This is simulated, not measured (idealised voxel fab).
process module | voxel capacitor over wiring
cross-section cut | 270 nm wide | cells 5 nm
A cross-section is a grid of square cells, given in bands from the top down. A band is one or more rows of cells.
Each band's line starts with the height of the band's top and of its bottom, in nm. Then come its materials from left to right, each with its width in nm. One material with "throughout" fills the band from edge to edge. "air" is empty space.
Height 0 is the level under which the wafer as received is all one material. The lowest band goes on downwards, as in "0 down".
A width such as "30 to 40" changes by the same amount from each row of cells to the next, from the band's top row to its bottom row.
"no change" after a step means that no cell of the cross-section changed.
closed voids: empty space of 8 cells or more with no open way to the top, each as width x height at its distance from the left edge, in nm
after a step's settings: what the simulator itself notes on the step
overlay nm, on a step with a mask: how far to the right of its planned place the mask lay; to the left if negative
plan
1 op RECEIVE | material Si
2 op CONFORMAL_DEP | material SiO2 | thk nm 10
3 op CONFORMAL_DEP | material SiN | thk nm 5
4 op DIRECTIONAL_DEP | material SiO2 | thk nm 20
5 op DIRECTIONAL_DEP | material aC | thk nm 10
6 op PATTERN | tone open | mask id METAL_1 | material resist | width nm 25 | pitch nm 90 | thk nm 25 | overlay nm 0
7 op DIRECTIONAL_ETCH | etch materials aC | depth nm 10
8 op STRIP | etch materials resist
9 op DIRECTIONAL_ETCH | etch materials SiO2 | depth nm 20
10 op DIRECTIONAL_ETCH | etch materials SiN | depth nm 5
11 op STRIP | etch materials aC
12 op CONFORMAL_DEP | material TiN | thk nm 5
13 op FILL_DEP | material W | thk nm 10
14 op CMP | height nm 35
15 op CONFORMAL_DEP | material SiCN | thk nm 5
16 op DIRECTIONAL_DEP | material lowk | thk nm 15
17 op PATTERN | tone open | mask id PLUG_1 | material resist | width nm 15 | thk nm 15 | overlay nm 0
18 op DIRECTIONAL_ETCH | etch materials lowk | depth nm 15
19 op DIRECTIONAL_ETCH | etch materials SiCN | depth nm 5
20 op STRIP | etch materials resist
21 op EPI | material Ru | thk nm 10
22 op EPI | material Ru | thk nm 10
23 op DIRECTIONAL_DEP | material TiN | thk nm 10
24 op DIRECTIONAL_DEP | material HfO2 | thk nm 5
25 op DIRECTIONAL_DEP | material TiN | thk nm 5
26 op PATTERN | tone cover | mask id UPPER_PLATE | material resist | width nm 70 | thk nm 15 | overlay nm 0
27 op DIRECTIONAL_ETCH | etch materials TiN | depth nm 5
28 op DIRECTIONAL_ETCH | etch materials HfO2 | depth nm 5
29 op STRIP | etch materials resist
30 op MASKED_ETCH | tone cover | mask id LOWER_PLATE | width nm 80 | etch materials TiN | depth nm 10 | overlay nm 0
31 op FILL_DEP | material SiO2 | thk nm 20
32 op CMP | height nm 90
33 op MASKED_ETCH | tone open | mask id PLUG_2 | width nm 15 | etch materials SiO2 | depth nm 15 | overlay nm 0
34 op CONFORMAL_DEP | material TiN | thk nm 5
35 op FILL_DEP | material W | thk nm 5
36 op CMP | height nm 90
37 op CONFORMAL_DEP | material SiN | thk nm 5
as received, after step 1
  0 down: Si throughout
  closed voids: none
a wafer at the end: this start, this plan, one mistake
  95 to 90: SiN throughout
  90 to 80: SiO2 95 | TiN 5 | W 5 | TiN 5 | SiO2 160
  80 to 75: SiO2 95 | TiN 15 | SiO2 160
  75 to 70: SiO2 85 | HfO2 70 | SiO2 115
  70 to 60: SiO2 80 | TiN 80 | SiO2 110
  60 to 55: TiN throughout
  55 to 40: lowk 85 | Ru 15 | lowk 170
  40 to 35: SiCN 85 | Ru 15 | SiCN 170
  35 to 15: SiO2 75 | TiN 5 | W 15 | TiN 5 | SiO2 65 | TiN 5 | W 15 | TiN 5 | SiO2 80
  15 to 10: SiN 75 | TiN 25 | SiN 65 | TiN 25 | SiN 80
  10 to 0: SiO2 throughout
  0 down: Si throughout
  closed voids: none
what went wrong: steps 24 and 25 were swapped
